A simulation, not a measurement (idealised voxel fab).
The following is a process module called voxel transistor to metal.
For reference, the cross-section in this document is cut, with width 260 nm and square cells of 5 nm.
Cross-section layout: square cells on a grid; listed as bands, top to bottom; a band spans one or more cell rows.
It is stipulated that each band's entry specify, in nanometres, the height of the top of the band and then that of its bottom, followed by the materials of the band in left-to-right sequence, each together with its width in nanometres. A single material marked by the word "throughout" is understood to fill the band from edge to edge; the word "air" is understood to denote empty space.
A quick word on heights: they are counted from 0, and under that level the wafer as it came to us is one material throughout. The lowest band is different from the rest in having no bottom; it simply continues downward, written as in "top 0, no bottom".
A two-number width, for instance "30..40", indicates that the width is equal to the first number in the top row of the band and to the second number in the bottom row, and that it changes by a constant amount per row of cells.
What does "stayed the same" mean for a step? It means no cell of the cross-section changed in that step.
Entry "Closed void inventory". Content: empty spaces with no open connection to the top, size 8 cells or greater. Each: width x height at distance. Distance: from left edge. Unit: nm.
Past the settings on a step's line: simulator remark, on that step.
Each step line may optionally specify "overlay nm", which for a step with a mask gives the rightward distance between the mask's planned place and where it lay, a negative value indicating the leftward direction.
-- The steps planned for the process are as follows
1. RECEIVE with material Si
2. CONFORMAL_DEP with material SiO2, thk nm 5
3. CONFORMAL_DEP with material SiN, thk nm 15
4. PATTERN with tone cover, mask id ACTIVE, material resist, width nm 90, pitch nm 120, thk nm 20, overlay nm 0
5. DIRECTIONAL_ETCH with etch materials SiN, depth nm 15
6. DIRECTIONAL_ETCH with etch materials SiO2, depth nm 5
7. DIRECTIONAL_ETCH with etch materials Si, depth nm 30
8. STRIP with etch materials resist
9. FILL_DEP with material SiO2, thk nm 5
10. CMP with height nm 20
11. SELECTIVE_ETCH with etch materials SiO2, depth nm 15
12. STRIP with etch materials SiN
13. SELECTIVE_ETCH with etch materials SiO2, depth nm 5
14. OXIDIZE with depth nm 5
15. DIRECTIONAL_DEP with material polySi, thk nm 25
16. DIRECTIONAL_DEP with material SiCN, thk nm 10
17. MASKED_ETCH with tone cover, mask id GATE, width nm 20, pitch nm 120, etch materials SiCN, depth nm 20, overlay nm 0
18. MASKED_ETCH with tone cover, mask id GATE, width nm 20, pitch nm 120, etch materials polySi, depth nm 35, overlay nm 0
19. CONFORMAL_DEP with material SiN, thk nm 5
20. DIRECTIONAL_ETCH with etch materials SiN, depth nm 5
21. DIRECTIONAL_ETCH with etch materials SiO2, depth nm 5
22. EPI with material SiGe, thk nm 5
23. FILL_DEP with material SiO2, thk nm 5
24. CMP with height nm 35
25. DIRECTIONAL_DEP with material SiO2, thk nm 10
26. DIRECTIONAL_DEP with material aC, thk nm 15
27. PATTERN with tone open, mask id CONTACT, material resist, width nm 25, thk nm 30, overlay nm 0
28. DIRECTIONAL_ETCH with etch materials aC, depth nm 15
29. STRIP with etch materials resist
30. DIRECTIONAL_ETCH with etch materials SiO2, depth nm 45
31. STRIP with etch materials aC
32. CONFORMAL_DEP with material TiN, thk nm 5
33. FILL_DEP with material W, thk nm 10
34. CMP with height nm 45
35. CONFORMAL_DEP with material SiN, thk nm 5
36. DIRECTIONAL_DEP with material SiO2, thk nm 25
37. DIRECTIONAL_DEP with material aC, thk nm 15
38. PATTERN with tone open, mask id METAL_1, material resist, width nm 15, thk nm 35, overlay nm 0
39. DIRECTIONAL_ETCH with etch materials aC, depth nm 15
40. STRIP with etch materials resist
41. DIRECTIONAL_ETCH with etch materials SiO2, depth nm 25
42. DIRECTIONAL_ETCH with etch materials SiN, depth nm 5
43. STRIP with etch materials aC
44. CONFORMAL_DEP with material TiN, thk nm 5
45. FILL_DEP with material Cu, thk nm 5
46. CMP with height nm 75
47. EPI with material Ru, thk nm 5
48. FILL_DEP with material SiCN, thk nm 5
49. DIRECTIONAL_DEP with material lowk, thk nm 25
50. PATTERN with tone open, mask id METAL_2, material resist, width nm 15, pitch nm 120, thk nm 15, overlay nm 0
51. DIRECTIONAL_ETCH with etch materials lowk, depth nm 15
52. STRIP with etch materials resist
53. DIRECTIONAL_DEP with material aC, thk nm 10
54. PATTERN with tone open, mask id METAL_2_HOLES, material resist, width nm 15, pitch nm 120, thk nm 30, overlay nm 0
55. DIRECTIONAL_ETCH with etch materials aC, depth nm 10
56. STRIP with etch materials resist
57. DIRECTIONAL_ETCH with etch materials lowk, depth nm 10
58. DIRECTIONAL_ETCH with etch materials SiCN, depth nm 5
59. STRIP with etch materials aC
60. CONFORMAL_DEP with material TiN, thk nm 5
61. FILL_DEP with material Cu, thk nm 5
62. CMP with height nm 110
63. CONFORMAL_DEP with material SiN, thk nm 5
-- Cross-section, incoming material, after step 1
> top 0, no bottom = Si throughout
> Closed void inventory: none
-- Below is the wafer in cross-section after the module was completed. It began from the starting point shown above and followed the plan shown above, except that one mistake was made while running it
> top 110, bottom 105 = SiN throughout
> top 105, bottom 85 = lowk 30, then TiN 5, then Cu 5, then TiN 5, then lowk 105, then TiN 5, then Cu 5, then TiN 5, then lowk 95
> top 85, bottom 80 = SiCN 30, then TiN 15, then SiCN 105, then TiN 15, then SiCN 95
> top 80, bottom 75 = SiCN 25, then Ru 25, then SiCN 40, then Ru 25, then SiCN 30, then Ru 25, then SiCN 40, then Ru 25, then SiCN 25
> top 75, bottom 50 = SiO2 30, then TiN 5, then Cu 5, then TiN 5, then SiO2 50, then TiN 5, then Cu 5, then TiN 5, then SiO2 40, then TiN 5, then Cu 5, then TiN 5, then SiO2 50, then TiN 5, then Cu 5, then TiN 5, then SiO2 30
> top 50, bottom 45 = SiN 30, then TiN 15, then SiN 50, then TiN 15, then SiN 40, then TiN 15, then SiN 50, then TiN 15, then SiN 30
> top 45, bottom 35 = SiO2 30, then TiN 5, then W 15, then TiN 5, then SiO2 30, then TiN 5, then W 15, then TiN 5, then SiO2 40, then TiN 5, then W 15, then TiN 5, then SiO2 30, then TiN 5, then W 15, then TiN 5, then SiO2 30
> top 35, bottom 25 = SiO2 30, then TiN 5, then W 15, then TiN 5, then SiN 5, then SiCN 20, then SiN 5, then TiN 5, then W 15, then TiN 5, then SiO2 40, then TiN 5, then W 15, then TiN 5, then SiN 5, then SiCN 20, then SiN 5, then TiN 5, then W 15, then TiN 5, then SiO2 30
> top 25, bottom 5 = SiO2 30, then TiN 5, then W 15, then TiN 5, then SiN 5, then polySi 20, then SiN 5, then TiN 5, then W 15, then TiN 5, then SiO2 40, then TiN 5, then W 15, then TiN 5, then SiN 5, then polySi 20, then SiN 5, then TiN 5, then W 15, then TiN 5, then SiO2 30
> top 5, bottom 0 = SiO2 30, then TiN 25, then SiN 5, then polySi 20, then SiN 5, then TiN 25, then SiO2 40, then TiN 25, then SiN 5, then polySi 20, then SiN 5, then TiN 25, then SiO2 30
> top 0, bottom -5 = SiO2 20, then SiGe 35, then SiO2 30, then SiGe 35, then SiO2 20, then SiGe 35, then SiO2 30, then SiGe 35, then SiO2 20
> top -5, bottom -30 = SiO2 25, then Si 90, then SiO2 30, then Si 90, then SiO2 25
> top -30, no bottom = Si throughout
> Closed void inventory: none
Processing error: step 62 changed vs plan, executed as CMP with height nm 105
